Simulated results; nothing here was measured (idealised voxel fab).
process module | voxel ribs on slabs
Displayed cross-section: cut, width of 255 nm, square cells sized 5 nm.
Cross-section spec: square-cell grid; bands listed top down; each band is one or more rows.
It is stipulated that each band's entry specify, in nanometres, the height of the top of the band and then that of its bottom, followed by the materials of the band in left-to-right sequence, each together with its width in nanometres. A single material marked by the word "everywhere" is understood to fill the band from edge to edge; the word "blank" is understood to denote empty space.
Heads up on the height convention: 0 is the point under which the incoming wafer is all one material, and the lowest band has no bottom, it just keeps going down, like "0..down".
Think of "30..40" as a width that walks from the first number to the second as you go down the band, top row to bottom row, taking equal-sized steps from row to row.
Given "all unchanged" for a step, no cell of the cross-section differs between before and after that step.
"Enclosed cavity list" means: voids of 8 cells or more that are shut off from the top with no open way through. Written width x height at distance, distance from the left edge, in nm.
If you see something after the settings on a step's line, that's the simulator's own remark about that step.
"overlay nm", when on a step's line for a step with a mask, measures how far to the right of its planned place the mask lay; a negative measure means to the left.
So here's the lineup of process steps we planned:
1) RECEIVE,material Si
2) DIRECTIONAL_DEP,material SiO2,thk nm 25
3) DIRECTIONAL_DEP,material polySi,thk nm 15
4) MASKED_ETCH,tone cover,mask id RIB,width nm 30,etch materials polySi,depth nm 5,overlay nm 0
5) DIRECTIONAL_DEP,material aC,thk nm 10
6) PATTERN,tone cover,mask id SLAB,material resist,width nm 70,thk nm 30,overlay nm 0
7) DIRECTIONAL_ETCH,etch materials aC,depth nm 10
8) STRIP,etch materials resist
9) DIRECTIONAL_ETCH,etch materials polySi,depth nm 10
10) STRIP,etch materials aC
11) FILL_DEP,material SiO2,thk nm 30
12) CMP,height nm 60
13) DIRECTIONAL_DEP,material TiN,thk nm 10
14) MASKED_ETCH,tone cover,mask id HEATER,width nm 40,etch materials TiN,depth nm 10,overlay nm 0
15) CONFORMAL_DEP,material SiO2,thk nm 5
This is the cross-section of the wafer as we received it, i.e. after step 1:
* 0..down = Si everywhere
* Enclosed cavity list: none
The module was run from the start shown above using the plan shown above, but one mistake was made doing it; the resulting wafer cross-section is below:
* 75..70 = SiO2=110  blank=30  SiO2=115
* 70..65 = TiN=105  SiO2=5  blank=30  SiO2=5  TiN=110
* 65..60 = TiN=105  SiO2=40  TiN=110
* 60..40 = SiO2 everywhere
* 40..35 = SiO2=110  polySi=30  SiO2=115
* 35..25 = SiO2=90  polySi=70  SiO2=95
* 25..0 = SiO2 everywhere
* 0..down = Si everywhere
* Enclosed cavity list: none
Here's what went sideways: step 14 was not run as planned; what actually ran was MASKED_ETCH,tone open,mask id HEATER,width nm 40,etch materials TiN,depth nm 10,overlay nm 0
